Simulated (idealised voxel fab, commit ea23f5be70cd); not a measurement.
This section sets out a process module, namely voxel spacer lines.
It is cross-section cut that appears here, measuring 255 nm in width, its square cells being 5 nm in size.
We lay out every cross-section as a grid of square cells and spell it out in bands from the top down, where one band means one or more rows of cells. The band entry comprises the height of the band's top followed by the height of its bottom, expressed in nm, and subsequently the band's materials from left to right, each stated together with its width in nm. Where a single material is marked with the word "throughout", that material fills the band from edge to edge. The word "air" represents empty space. Zero point of the height axis is 0; under it, received wafer = one material. Lowest band: continues down indefinitely, "0 -> down". The width entry "30->40" should be interpreted row by row: the top row of cells in the band takes the first number, the bottom row takes the second number, and the change between adjacent rows is uniform throughout. Take "changes: none" at face value: in the step it is given for, the cross-section changed in none of its cells. The label "Cavities, closed" introduces a list of the empty spaces, 8 cells or larger, that have no open way up to the top; each entry in it reads width x height at distance, where the distance is taken from the left edge and all three are stated in nm. after a step's settings: what the simulator itself notes on the step. overlay nm: where the mask lay relative to plan, measured to the right, on steps with a mask; negatives go left.

# The process steps that were planned are listed below
1 RECEIVE [material Si]
2 CONFORMAL_DEP [material Al2O3] [thk nm 10]
3 DIRECTIONAL_DEP [material polySi] [thk nm 15]
4 DIRECTIONAL_DEP [material aC] [thk nm 20]
5 PATTERN [tone cover] [mask id MANDREL] [material resist] [width nm 25] [pitch nm 70] [thk nm 25] [overlay nm 0]
6 DIRECTIONAL_ETCH [etch materials aC] [depth nm 20]
7 STRIP [etch materials resist]
8 CONFORMAL_DEP [material SiO2] [thk nm 5]
9 DIRECTIONAL_ETCH [etch materials SiO2] [depth nm 10]
10 STRIP [etch materials aC]
11 DIRECTIONAL_ETCH [etch materials polySi] [depth nm 15]
12 STRIP [etch materials SiO2]
13 FILL_DEP [material lowk] [thk nm 10]
14 CMP [height nm 25]
Wafers differ in thk nm at step 8; plan lists the first wafer's value; identical starting state.

# The first of several wafers in cross-section, exactly as it reached us after step 1
> 0 -> down = Si throughout
> Cavities, closed: none

# Heads up, this table goes wafer by wafer. A row tells you, at the end of the module, how many cells of each material that wafer has put on (+) or dropped (-) since it was received, and then its closed voids
thk nm 5, +102 Al2O3, +141 lowk, +12 polySi, Cavities, closed: none
thk nm 10, +102 Al2O3, +129 lowk, +24 polySi, Cavities, closed: none
thk nm 15, +102 Al2O3, +153 polySi, Cavities, closed: none
thk nm 20, +102 Al2O3, +153 polySi, Cavities, closed: none
thk nm 25, +102 Al2O3, +153 polySi, Cavities, closed: none
